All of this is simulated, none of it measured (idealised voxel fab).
Presented below is a process module, voxel ribs on slabs.
Cross-section cut: width 155 nm, square cells of 5 nm.
When this document writes out a cross-section, it uses a grid of square cells and lists it as bands, beginning at the top and moving down, with a band standing for one or more rows of cells. Read a band's entry like this: the first values are the height of its top and the height of its bottom in nm, and what follows is the sequence of materials from left to right, each with its width in nm. Note that "empty" is empty space, and that a single material marked "all across" reaches across the band from edge to edge. Height reference: 0 = level under which incoming wafer is all one material. Lowest band: no bottom, runs on downward, e.g. "0..down". Graded width ("30 to 40"): value in top row of band = first number; value in bottom row = second number; row-to-row change constant. When a step is marked "same as before", none of the cells in the cross-section changed during that step. The list in "Enclosed empty spaces" covers empty spaces of 8 cells or more that cannot reach the top through any open way, and it gives each as width x height at distance; the distance is from the left edge, and width, height and distance are in nm. Where a step's line continues beyond its settings, the continuation is a remark by the simulator itself on that step. overlay nm: on a step with a mask, how far right of its planned place the mask lay; negative means left.

[The steps planned for the process are as follows]
1,RECEIVE, material Si
2,DIRECTIONAL_DEP, material SiO2, thk nm 25
3,DIRECTIONAL_DEP, material SiN, thk nm 20
4,PATTERN, tone cover, mask id RIB, material resist, width nm 15, thk nm 15, overlay nm 0
5,DIRECTIONAL_ETCH, etch materials SiN, depth nm 5
6,STRIP, etch materials resist
7,PATTERN, tone cover, mask id SLAB, material resist, width nm 65, thk nm 15, overlay nm 0
8,DIRECTIONAL_ETCH, etch materials SiN, depth nm 15
9,STRIP, etch materials resist
10,FILL_DEP, material SiO2, thk nm 25
11,CMP, height nm 60
12,DIRECTIONAL_DEP, material TiN, thk nm 10
13,MASKED_ETCH, tone cover, mask id HEATER, width nm 25, etch materials TiN, depth nm 10, overlay nm 0
14,CONFORMAL_DEP, material SiO2, thk nm 5

[Wafer cross-section on receipt, i.e. after step 1]
- 0..down: Si all across
- Enclosed empty spaces: none

[a wafer at the end: this start, this plan, one mistake]
- 75..70: 60 of empty, 35 of SiO2, 60 of empty
- 70..65: 60 of empty, 5 of SiO2, 25 of TiN, 5 of SiO2, 60 of empty
- 65..60: 65 of SiO2, 25 of TiN, 65 of SiO2
- 60..45: 45 of SiO2, 65 of SiN, 45 of SiO2
- 45..25: SiN all across
- 25..0: SiO2 all across
- 0..down: Si all across
- Enclosed empty spaces: none
Short version of what went wrong: execution of plan step 3 occurred twice
